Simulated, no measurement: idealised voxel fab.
Module name: voxel self aligned contacts (process module)
We display cut, a cross-section 170 nm in width whose square cells are each 5 nm.
Bands, listed from the top down, are how a cross-section gets written in this document; the cross-section itself is a grid of square cells, and a band is one or more rows of them.
Within each band entry, the heights of the top and of the bottom of the band appear first, in that order and in nm; the materials of the band then follow from left to right, each with its corresponding width in nm. The designation "full width" on a single material indicates that it fills the band from edge to edge; the designation "air" indicates empty space.
Note: height 0 marks the level under which the wafer is uniformly one material as received. Lowest band unbounded below, written "from 0 down".
A width such as "30..40" changes by the same amount from each row of cells to the next, from the band's top row to its bottom row.
Step note "no change" = no cross-section cell changed.
Look at "Closed voids list" for the closed voids: empty spaces with no open path to the top, sized 8 cells or up. Each is width x height at distance, distance from the left edge, all nm.
It should be noted that, on the line of a given step, the content following the step's settings is a remark produced by the simulator itself with respect to that step.
overlay nm: for a step with a mask, the amount by which the mask lay right of where it was planned; a negative amount means left of it.

Steps planned for the process
1. RECEIVE, material Si
2. OXIDIZE, depth nm 5
3. DIRECTIONAL_DEP, material polySi, thk nm 30
4. DIRECTIONAL_DEP, material SiN, thk nm 20
5. DIRECTIONAL_DEP, material aC, thk nm 15
6. PATTERN, tone cover, mask id GATE, material resist, width nm 35, pitch nm 60, thk nm 35, overlay nm 0
7. DIRECTIONAL_ETCH, etch materials aC, depth nm 15
8. STRIP, etch materials resist
9. DIRECTIONAL_ETCH, etch materials SiN, depth nm 20
10. DIRECTIONAL_ETCH, etch materials polySi, depth nm 30
11. STRIP, etch materials aC
12. CONFORMAL_DEP, material SiN, thk nm 5
13. DIRECTIONAL_ETCH, etch materials SiN, depth nm 5
14. FILL_DEP, material SiO2, thk nm 10
15. CMP, height nm 55
16. MASKED_ETCH, tone open, mask id CONTACT, width nm 45, etch materials SiO2, depth nm 60, overlay nm 0
17. CONFORMAL_DEP, material TiN, thk nm 5
18. FILL_DEP, material W, thk nm 10
19. CMP, height nm 55
20. CONFORMAL_DEP, material SiN, thk nm 5

Below: the first of two wafers, run as planned

Incoming wafer, cross-sectional view, post step 1
- from 0 down | Si full width
- Closed voids list: none

Cross-sectional representation of the wafer at the conclusion of step 2
- from 0 to -5 | SiO2 full width
- Under the height -5 nothing was changed.

Cross-sectional representation of the wafer at the conclusion of step 3
- from 30 to 0 | polySi full width
- Under the height 0 nothing was changed.

Cross-sectional representation of the wafer at the conclusion of step 4
- from 50 to 30 | SiN full width
- Under the height 30 nothing was changed.

Cross-sectional representation of the wafer at the conclusion of step 5
- from 65 to 50 | aC full width
- Under the height 50 nothing was changed.

Cross-sectional representation of the wafer at the conclusion of step 6
- from 100 to 65 | air: 35  resist: 35  air: 25  resist: 35  air: 40
- Under the height 65 nothing was changed.

Cross-sectional representation of the wafer at the conclusion of step 7
- from 85 to 65 | air: 35  resist: 35  air: 25  resist: 35  air: 40
- from 65 to 50 | air: 35  aC: 35  air: 25  aC: 35  air: 40
- Under the height 50 nothing was changed.

Cross-sectional representation of the wafer at the conclusion of step 8
- from 65 to 50 | air: 35  aC: 35  air: 25  aC: 35  air: 40
- Under the height 50 nothing was changed.

Cross-sectional representation of the wafer at the conclusion of step 9
- from 65 to 50 | air: 35  aC: 35  air: 25  aC: 35  air: 40
- from 50 to 30 | air: 35  SiN: 35  air: 25  SiN: 35  air: 40
- Under the height 30 nothing was changed.

Cross-sectional representation of the wafer at the conclusion of step 10
- from 65 to 50 | air: 35  aC: 35  air: 25  aC: 35  air: 40
- from 50 to 30 | air: 35  SiN: 35  air: 25  SiN: 35  air: 40
- from 30 to 0 | air: 35  polySi: 35  air: 25  polySi: 35  air: 40
- Under the height 0 nothing was changed.

Cross-sectional representation of the wafer at the conclusion of step 11
- from 50 to 30 | air: 35  SiN: 35  air: 25  SiN: 35  air: 40
- Under the height 30 nothing was changed.

Cross-sectional representation of the wafer at the conclusion of step 12
- from 55 to 30 | air: 30  SiN: 45  air: 15  SiN: 45  air: 35
- from 30 to 5 | air: 30  SiN: 5  polySi: 35  SiN: 5  air: 15  SiN: 5  polySi: 35  SiN: 5  air: 35
- from 5 to 0 | SiN: 35  polySi: 35  SiN: 25  polySi: 35  SiN: 40
- Under the height 0 nothing was changed.

Cross-sectional representation of the wafer at the conclusion of step 13
- from 50 to 30 | air: 30  SiN: 45  air: 15  SiN: 45  air: 35
- from 30 to 0 | air: 30  SiN: 5  polySi: 35  SiN: 5  air: 15  SiN: 5  polySi: 35  SiN: 5  air: 35
- Under the height 0 nothing was changed.

Cross-sectional representation of the wafer at the conclusion of step 14
- from 60 to 50 | SiO2 full width
- from 50 to 30 | SiO2: 30  SiN: 45  SiO2: 15  SiN: 45  SiO2: 35
- from 30 to 0 | SiO2: 30  SiN: 5  polySi: 35  SiN: 5  SiO2: 15  SiN: 5  polySi: 35  SiN: 5  SiO2: 35
- Under the height 0 nothing was changed.

Cross-sectional representation of the wafer at the conclusion of step 15
- from 55 to 50 | SiO2 full width
- Under the height 50 nothing was changed.

Cross-sectional representation of the wafer at the conclusion of step 16
- from 55 to 50 | SiO2: 60  air: 45  SiO2: 65
- from 50 to 30 | SiO2: 30  SiN: 45  air: 15  SiN: 45  SiO2: 35
- from 30 to 0 | SiO2: 30  SiN: 5  polySi: 35  SiN: 5  air: 15  SiN: 5  polySi: 35  SiN: 5  SiO2: 35
- from 0 to -5 | SiO2: 75  air: 15  SiO2: 80
- Under the height -5 nothing was changed.

Cross-sectional representation of the wafer at the conclusion of step 17
- from 60 to 55 | TiN: 65  air: 35  TiN: 70
- from 55 to 50 | SiO2: 60  TiN: 20  air: 5  TiN: 20  SiO2: 65
- from 50 to 30 | SiO2: 30  SiN: 45  TiN: 5  air: 5  TiN: 5  SiN: 45  SiO2: 35
- from 30 to 0 | SiO2: 30  SiN: 5  polySi: 35  SiN: 5  TiN: 5  air: 5  TiN: 5  SiN: 5  polySi: 35  SiN: 5  SiO2: 35
- from 0 to -5 | SiO2: 75  TiN: 15  SiO2: 80
- Under the height -5 nothing was changed.

Cross-sectional representation of the wafer at the conclusion of step 18
- from 70 to 60 | W full width
- from 60 to 55 | TiN: 65  W: 35  TiN: 70
- from 55 to 50 | SiO2: 60  TiN: 20  W: 5  TiN: 20  SiO2: 65
- from 50 to 30 | SiO2: 30  SiN: 45  TiN: 5  W: 5  TiN: 5  SiN: 45  SiO2: 35
- from 30 to 0 | SiO2: 30  SiN: 5  polySi: 35  SiN: 5  TiN: 5  W: 5  TiN: 5  SiN: 5  polySi: 35  SiN: 5  SiO2: 35
- Under the height 0 nothing was changed.

Cross-sectional representation of the wafer at the conclusion of step 19
- from 55 to 50 | SiO2: 60  TiN: 20  W: 5  TiN: 20  SiO2: 65
- Under the height 50 nothing was changed.

Cross-sectional representation of the wafer at the conclusion of step 20
- from 60 to 55 | SiN full width
- Under the height 55 nothing was changed.

The second wafer was prepared from the same starting point and under the same plan as the first; its processing contained one mistake, and it remains indistinguishable from the first wafer up to and including step 9

What the second wafer looks like in cross-section when step 10 should have wrapped up
- from 65 to 50 | air: 35  aC: 35  air: 25  aC: 35  air: 40
- from 50 to 30 | air: 35  SiN: 35  air: 25  SiN: 35  air: 40
- from 30 to 5 | air: 35  polySi: 35  air: 25  polySi: 35  air: 40
- Under the height 5 nothing was changed.

What the second wafer looks like in cross-section when step 11 should have wrapped up
- from 50 to 30 | air: 35  SiN: 35  air: 25  SiN: 35  air: 40
- Under the height 30 nothing was changed.

What the second wafer looks like in cross-section when step 12 should have wrapped up
- from 55 to 30 | air: 30  SiN: 45  air: 15  SiN: 45  air: 35
- from 30 to 10 | air: 30  SiN: 5  polySi: 35  SiN: 5  air: 15  SiN: 5  polySi: 35  SiN: 5  air: 35
- from 10 to 5 | SiN: 35  polySi: 35  SiN: 25  polySi: 35  SiN: 40
- Under the height 5 nothing was changed.

What the second wafer looks like in cross-section when step 13 should have wrapped up
- from 50 to 30 | air: 30  SiN: 45  air: 15  SiN: 45  air: 35
- from 30 to 5 | air: 30  SiN: 5  polySi: 35  SiN: 5  air: 15  SiN: 5  polySi: 35  SiN: 5  air: 35
- Under the height 5 nothing was changed.

What the second wafer looks like in cross-section when step 14 should have wrapped up
- from 60 to 50 | SiO2 full width
- from 50 to 30 | SiO2: 30  SiN: 45  SiO2: 15  SiN: 45  SiO2: 35
- from 30 to 5 | SiO2: 30  SiN: 5  polySi: 35  SiN: 5  SiO2: 15  SiN: 5  polySi: 35  SiN: 5  SiO2: 35
- Under the height 5 nothing was changed.

What the second wafer looks like in cross-section when step 15 should have wrapped up
- from 55 to 50 | SiO2 full width
- Under the height 50 nothing was changed.

What the second wafer looks like in cross-section when step 16 should have wrapped up
- from 55 to 50 | SiO2: 60  air: 45  SiO2: 65
- from 50 to 30 | SiO2: 30  SiN: 45  air: 15  SiN: 45  SiO2: 35
- from 30 to 5 | SiO2: 30  SiN: 5  polySi: 35  SiN: 5  air: 15  SiN: 5  polySi: 35  SiN: 5  SiO2: 35
- Under the height 5 nothing was changed.

What the second wafer looks like in cross-section when step 17 should have wrapped up
- from 60 to 55 | TiN: 65  air: 35  TiN: 70
- from 55 to 50 | SiO2: 60  TiN: 20  air: 5  TiN: 20  SiO2: 65
- from 50 to 30 | SiO2: 30  SiN: 45  TiN: 5  air: 5  TiN: 5  SiN: 45  SiO2: 35
- from 30 to 10 | SiO2: 30  SiN: 5  polySi: 35  SiN: 5  TiN: 5  air: 5  TiN: 5  SiN: 5  polySi: 35  SiN: 5  SiO2: 35
- from 10 to 5 | SiO2: 30  SiN: 5  polySi: 35  SiN: 5  TiN: 15  SiN: 5  polySi: 35  SiN: 5  SiO2: 35
- Under the height 5 nothing was changed.

What the second wafer looks like in cross-section when step 18 should have wrapped up
- from 70 to 60 | W full width
- from 60 to 55 | TiN: 65  W: 35  TiN: 70
- from 55 to 50 | SiO2: 60  TiN: 20  W: 5  TiN: 20  SiO2: 65
- from 50 to 30 | SiO2: 30  SiN: 45  TiN: 5  W: 5  TiN: 5  SiN: 45  SiO2: 35
- from 30 to 10 | SiO2: 30  SiN: 5  polySi: 35  SiN: 5  TiN: 5  W: 5  TiN: 5  SiN: 5  polySi: 35  SiN: 5  SiO2: 35
- Under the height 10 nothing was changed.

What the second wafer looks like in cross-section when step 19 should have wrapped up
- from 55 to 50 | SiO2: 60  TiN: 20  W: 5  TiN: 20  SiO2: 65
- Under the height 50 nothing was changed.

What the second wafer looks like in cross-section when step 20 should have wrapped up
- from 60 to 55 | SiN full width
- Under the height 55 nothing was changed.
The mistake made against the process plan was this: step 10 ran with different settings than intended, the actual operation and settings being DIRECTIONAL_ETCH, etch materials polySi, depth nm 25
Bottom line after processing is that, in cells, the second wafer is up or down on some materials versus the first: -4 SiN | -10 SiO2 | -4 TiN | -2 W | +20 polySi
